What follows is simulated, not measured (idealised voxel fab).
Process module in this document: voxel double patterning
Pictured: cross-section cut, 230 nm wide, on a grid of 5 nm square cells.
When this document writes out a cross-section, it uses a grid of square cells and lists it as bands, beginning at the top and moving down, with a band standing for one or more rows of cells.
In this notation a band is specified by the heights of its top and bottom, in that order and in nm, after which its materials appear from left to right, each paired with its width in nm. The word "throughout" attached to a single material means that material fills the band from edge to edge; the word "air" stands for empty space.
Heads up on the height convention: 0 is the point under which the incoming wafer is all one material, and the lowest band has no bottom, it just keeps going down, like "0 and below".
The expression "30->40" gives the width at the extremes of the band, the first number at its top row of cells and the second at its bottom row, with the width changing by equal amounts from each row to the next in between.
The designation "nothing different", where it is given for a processing step, indicates that no cell of the cross-section was altered in the course of that step.
"Unvented internal voids" lists enclosed empty spaces (at least 8 cells, no open path upward to the top), each as width x height at distance from the left edge, in nm.
Step line, after settings: the simulator's comment on this step.
On any step carrying a mask, the "overlay nm" setting, if present on the step's line, tells how far right of its planned place the mask lay; negative values point to the left.
PROCESS STEPS (PLANNED)
| 1 | RECEIVE with material Si |
| 2 | CONFORMAL_DEP with material SiO2, thk nm 10 |
| 3 | DIRECTIONAL_DEP with material TiN, thk nm 15 |
| 4 | DIRECTIONAL_DEP with material SiCN, thk nm 5 |
| 5 | MASKED_ETCH with tone open, mask id FIRST, width nm 15, pitch nm 50, etch materials SiCN, depth nm 5, overlay nm 0 |
| 6 | PATTERN with tone open, mask id SECOND, material resist, width nm 15, pitch nm 50, thk nm 15, overlay nm 0 |
| 7 | DIRECTIONAL_ETCH with etch materials SiCN, depth nm 5 |
| 8 | STRIP with etch materials resist |
| 9 | DIRECTIONAL_ETCH with etch materials TiN, depth nm 15 |
| 10 | STRIP with etch materials SiCN |
FIRST OF TWO WAFERS - AS PLANNED
CROSS-SECTION OF THE WAFER UPON ARRIVAL, REPRESENTING THE STATE REACHED AFTER STEP 1
* 0 and below = Si throughout
* Unvented internal voids: none
AFTER STEP 2: WAFER CROSS-SECTION
* 10 down to 0 = SiO2 throughout
* Everything below 0 is unchanged.
AFTER STEP 3: WAFER CROSS-SECTION
* 25 down to 10 = TiN throughout
* Everything below 10 is unchanged.
AFTER STEP 4: WAFER CROSS-SECTION
* 30 down to 25 = SiCN throughout
* Everything below 25 is unchanged.
AFTER STEP 5: WAFER CROSS-SECTION
* 30 down to 25 = SiCN (55); air (15); SiCN (35); air (15); SiCN (35); air (15); SiCN (60)
* Everything below 25 is unchanged.
AFTER STEP 6: WAFER CROSS-SECTION
* 45 down to 30 = resist (80); air (15); resist (35); air (15); resist (85)
* 30 down to 25 = SiCN (55); resist (15); SiCN (35); resist (15); SiCN (35); resist (15); SiCN (60)
* Everything below 25 is unchanged.
AFTER STEP 7: WAFER CROSS-SECTION
* 45 down to 30 = resist (80); air (15); resist (35); air (15); resist (85)
* 30 down to 25 = SiCN (55); resist (15); SiCN (10); air (15); SiCN (10); resist (15); SiCN (10); air (15); SiCN (10); resist (15); SiCN (60)
* Everything below 25 is unchanged.
AFTER STEP 8: WAFER CROSS-SECTION
* 30 down to 25 = SiCN (55); air (15); SiCN (10); air (15); SiCN (10); air (15); SiCN (10); air (15); SiCN (10); air (15); SiCN (60)
* Everything below 25 is unchanged.
AFTER STEP 9: WAFER CROSS-SECTION
* 30 down to 25 = SiCN (55); air (15); SiCN (10); air (15); SiCN (10); air (15); SiCN (10); air (15); SiCN (10); air (15); SiCN (60)
* 25 down to 10 = TiN (55); air (15); TiN (10); air (15); TiN (10); air (15); TiN (10); air (15); TiN (10); air (15); TiN (60)
* Everything below 10 is unchanged.
AFTER STEP 10: WAFER CROSS-SECTION
* 25 down to 10 = TiN (55); air (15); TiN (10); air (15); TiN (10); air (15); TiN (10); air (15); TiN (10); air (15); TiN (60)
* Everything below 10 is unchanged.
THE SECOND WAFER WAS PREPARED FROM THE SAME STARTING POINT AND UNDER THE SAME PLAN AS THE FIRST; ITS PROCESSING CONTAINED ONE MISTAKE, AND IT REMAINS INDISTINGUISHABLE FROM THE FIRST WAFER UP TO AND INCLUDING STEP 1
CROSS-SECTION OF THE SECOND WAFER AT THE TIME BY WHICH STEP 2 SHOULD HAVE BEEN COMPLETED ACCORDING TO THE PLAN
* 15 down to 0 = TiN throughout
* Everything below 0 is unchanged.
CROSS-SECTION OF THE SECOND WAFER AT THE TIME BY WHICH STEP 3 SHOULD HAVE BEEN COMPLETED ACCORDING TO THE PLAN
* 25 down to 15 = SiO2 throughout
* Everything below 15 is unchanged.
CROSS-SECTION OF THE SECOND WAFER AT THE TIME BY WHICH STEP 4 SHOULD HAVE BEEN COMPLETED ACCORDING TO THE PLAN
* 30 down to 25 = SiCN throughout
* Everything below 25 is unchanged.
CROSS-SECTION OF THE SECOND WAFER AT THE TIME BY WHICH STEP 5 SHOULD HAVE BEEN COMPLETED ACCORDING TO THE PLAN
* 30 down to 25 = SiCN (55); air (15); SiCN (35); air (15); SiCN (35); air (15); SiCN (60)
* Everything below 25 is unchanged.
CROSS-SECTION OF THE SECOND WAFER AT THE TIME BY WHICH STEP 6 SHOULD HAVE BEEN COMPLETED ACCORDING TO THE PLAN
* 45 down to 30 = resist (80); air (15); resist (35); air (15); resist (85)
* 30 down to 25 = SiCN (55); resist (15); SiCN (35); resist (15); SiCN (35); resist (15); SiCN (60)
* Everything below 25 is unchanged.
CROSS-SECTION OF THE SECOND WAFER AT THE TIME BY WHICH STEP 7 SHOULD HAVE BEEN COMPLETED ACCORDING TO THE PLAN
* 45 down to 30 = resist (80); air (15); resist (35); air (15); resist (85)
* 30 down to 25 = SiCN (55); resist (15); SiCN (10); air (15); SiCN (10); resist (15); SiCN (10); air (15); SiCN (10); resist (15); SiCN (60)
* Everything below 25 is unchanged.
CROSS-SECTION OF THE SECOND WAFER AT THE TIME BY WHICH STEP 8 SHOULD HAVE BEEN COMPLETED ACCORDING TO THE PLAN
* 30 down to 25 = SiCN (55); air (15); SiCN (10); air (15); SiCN (10); air (15); SiCN (10); air (15); SiCN (10); air (15); SiCN (60)
* Everything below 25 is unchanged.
Cross-section of the second wafer at the time by which step 9 should have been completed according to the plan: nothing different
CROSS-SECTION OF THE SECOND WAFER AT THE TIME BY WHICH STEP 10 SHOULD HAVE BEEN COMPLETED ACCORDING TO THE PLAN
* 25 down to 15 = SiO2 throughout
* Everything below 15 is unchanged.
So what did we get wrong on this run? the run placed steps 2 and 3 each in the position the plan gave to the other
Upon completion, the second wafer contains, in terms of cells, a greater or smaller amount of certain materials than the first wafer: TiN: 45 more
